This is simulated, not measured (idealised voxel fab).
Documented hereafter: the process module known as voxel transistor to metal.
cross-section cut | 190 nm wide | cells 5 nm
Bands, listed from the top down, are how a cross-section gets written in this document; the cross-section itself is a grid of square cells, and a band is one or more rows of them.
Top, bottom (nm), then materials left to right with widths (nm); lone material tagged "everywhere" fills the whole band edge to edge; "blank" = empty space.
For the purposes of this specification, 0 denotes the height below which the wafer in its as-received condition is composed wholly of one material, and the lowermost band, lacking a lower limit, extends downward without end, as expressed in "0 -> down".
A width such as "30 to 40" changes by the same amount from each row of cells to the next, from the band's top row to its bottom row.
Take "nothing got changed" at face value: in the step it is given for, the cross-section changed in none of its cells.
Entry "Sealed cavities" = empty spaces >= 8 cells with no open way to the top; each as width x height at distance, distance from left edge, all nm.
Anything after a step's settings on that line? It's the simulator's own note about the step.
What "overlay nm" on a step's line means: if the step has a mask, that mask lay this far to the right of its planned place, or, when the value is negative, to the left.

This section lists the process steps that were planned:
1. RECEIVE with material Si
2. CONFORMAL_DEP with material SiO2, thk nm 5
3. CONFORMAL_DEP with material SiN, thk nm 15
4. MASKED_ETCH with tone cover, mask id ACTIVE, width nm 115, etch materials SiN, depth nm 15, overlay nm 0
5. MASKED_ETCH with tone cover, mask id ACTIVE, width nm 115, etch materials SiO2, depth nm 5, overlay nm 0
6. MASKED_ETCH with tone cover, mask id ACTIVE, width nm 115, etch materials Si, depth nm 20, overlay nm 0
7. FILL_DEP with material SiO2, thk nm 5
8. CMP with height nm 20
9. SELECTIVE_ETCH with etch materials SiO2, depth nm 10
10. STRIP with etch materials SiN
11. SELECTIVE_ETCH with etch materials SiO2, depth nm 5
12. OXIDIZE with depth nm 5
13. DIRECTIONAL_DEP with material polySi, thk nm 30
14. DIRECTIONAL_DEP with material SiCN, thk nm 15
15. DIRECTIONAL_DEP with material aC, thk nm 10
16. PATTERN with tone cover, mask id GATE, material resist, width nm 25, thk nm 25, overlay nm 0
17. DIRECTIONAL_ETCH with etch materials aC, depth nm 10
18. STRIP with etch materials resist
19. DIRECTIONAL_ETCH with etch materials SiCN, depth nm 25
20. DIRECTIONAL_ETCH with etch materials polySi, depth nm 40
21. STRIP with etch materials aC
22. CONFORMAL_DEP with material SiN, thk nm 5
23. DIRECTIONAL_ETCH with etch materials SiN, depth nm 5
24. DIRECTIONAL_ETCH with etch materials SiO2, depth nm 5
25. DIRECTIONAL_ETCH with etch materials Si, depth nm 5
26. EPI with material nSi, thk nm 5
27. FILL_DEP with material SiO2, thk nm 5
28. CMP with height nm 30
29. STRIP with etch materials polySi
30. SELECTIVE_ETCH with etch materials SiO2, depth nm 5
31. CONFORMAL_DEP with material HfO2, thk nm 5
32. CONFORMAL_DEP with material TiN, thk nm 5
33. FILL_DEP with material W, thk nm 5
34. CMP with height nm 25
35. DIRECTIONAL_DEP with material SiO2, thk nm 10
36. DIRECTIONAL_DEP with material aC, thk nm 15
37. PATTERN with tone open, mask id CONTACT, material resist, width nm 20, pitch nm 85, thk nm 35, overlay nm 0
38. DIRECTIONAL_ETCH with etch materials aC, depth nm 15
39. STRIP with etch materials resist
40. DIRECTIONAL_ETCH with etch materials SiO2, depth nm 40
41. STRIP with etch materials aC
42. CONFORMAL_DEP with material TiN, thk nm 5
43. FILL_DEP with material W, thk nm 5
44. CMP with height nm 35
45. DIRECTIONAL_DEP with material TiN, thk nm 5
46. DIRECTIONAL_DEP with material Ru, thk nm 25
47. PATTERN with tone cover, mask id METAL_1, material resist, width nm 20, pitch nm 85, thk nm 20, overlay nm 0
48. DIRECTIONAL_ETCH with etch materials Ru, depth nm 25
49. DIRECTIONAL_ETCH with etch materials TiN, depth nm 5
50. STRIP with etch materials resist
51. FILL_DEP with material lowk, thk nm 5
52. CMP with height nm 65
53. CONFORMAL_DEP with material SiCN, thk nm 5
54. DIRECTIONAL_DEP with material SiO2, thk nm 30
55. DIRECTIONAL_DEP with material aC, thk nm 15
56. PATTERN with tone open, mask id METAL_2, material resist, width nm 20, pitch nm 85, thk nm 30, overlay nm 0
57. DIRECTIONAL_ETCH with etch materials aC, depth nm 15
58. STRIP with etch materials resist
59. DIRECTIONAL_ETCH with etch materials SiO2, depth nm 15
60. STRIP with etch materials aC
61. DIRECTIONAL_DEP with material aC, thk nm 15
62. PATTERN with tone open, mask id METAL_2_HOLES, material resist, width nm 15, pitch nm 85, thk nm 35, overlay nm 0
63. DIRECTIONAL_ETCH with etch materials aC, depth nm 15
64. STRIP with etch materials resist
65. DIRECTIONAL_ETCH with etch materials SiO2, depth nm 15
66. DIRECTIONAL_ETCH with etch materials SiCN, depth nm 5
67. STRIP with etch materials aC
68. CONFORMAL_DEP with material TiN, thk nm 5
69. FILL_DEP with material Cu, thk nm 5
70. CMP with height nm 100
71. CONFORMAL_DEP with material SiCN, thk nm 5

Step 1 complete: cross-section of the wafer as received:
	0 -> down: Si everywhere
	Sealed cavities: none

End-of-module cross-section. Starting structure and process plan as above; one mistake made in running it:
	105 -> 100: SiCN everywhere
	100 -> 90: 40 of SiO2  5 of TiN  10 of Cu  5 of TiN  65 of SiO2  5 of TiN  10 of Cu  5 of TiN  45 of SiO2
	90 -> 85: 40 of SiO2  5 of TiN  5 of Cu  10 of TiN  65 of SiO2  5 of TiN  5 of Cu  10 of TiN  45 of SiO2
	85 -> 70: 40 of SiO2  5 of TiN  5 of Cu  5 of TiN  70 of SiO2  5 of TiN  5 of Cu  5 of TiN  50 of SiO2
	70 -> 65: 40 of SiCN  15 of TiN  70 of SiCN  15 of TiN  50 of SiCN
	65 -> 40: 40 of lowk  20 of Ru  65 of lowk  20 of Ru  45 of lowk
	40 -> 35: 40 of lowk  20 of TiN  65 of lowk  20 of TiN  45 of lowk
	35 -> 25: 40 of SiO2  5 of TiN  10 of W  5 of TiN  65 of SiO2  5 of TiN  10 of W  5 of TiN  45 of SiO2
	25 -> 5: 40 of SiO2  5 of TiN  10 of W  5 of TiN  15 of SiO2  5 of SiN  5 of HfO2  5 of TiN  5 of W  5 of TiN  5 of HfO2  5 of SiN  15 of SiO2  5 of TiN  10 of W  5 of TiN  45 of SiO2
	5 -> 0: 30 of SiO2  5 of SiN  5 of SiO2  5 of TiN  10 of W  5 of TiN  15 of SiO2  5 of SiN  5 of HfO2  15 of TiN  5 of HfO2  5 of SiN  15 of SiO2  5 of TiN  10 of W  5 of TiN  5 of SiO2  5 of SiN  35 of SiO2
	0 -> -5: 40 of SiO2  20 of TiN  15 of SiO2  35 of HfO2  15 of SiO2  20 of TiN  45 of SiO2
	-5 -> -15: SiO2 everywhere
	-15 -> -20: 35 of SiO2  115 of Si  40 of SiO2
	-20 -> down: Si everywhere
	Sealed cavities: none
Nonconformance to the process plan: so step 12 ended up running with a different setting than we planned, it ran as OXIDIZE with depth nm 15
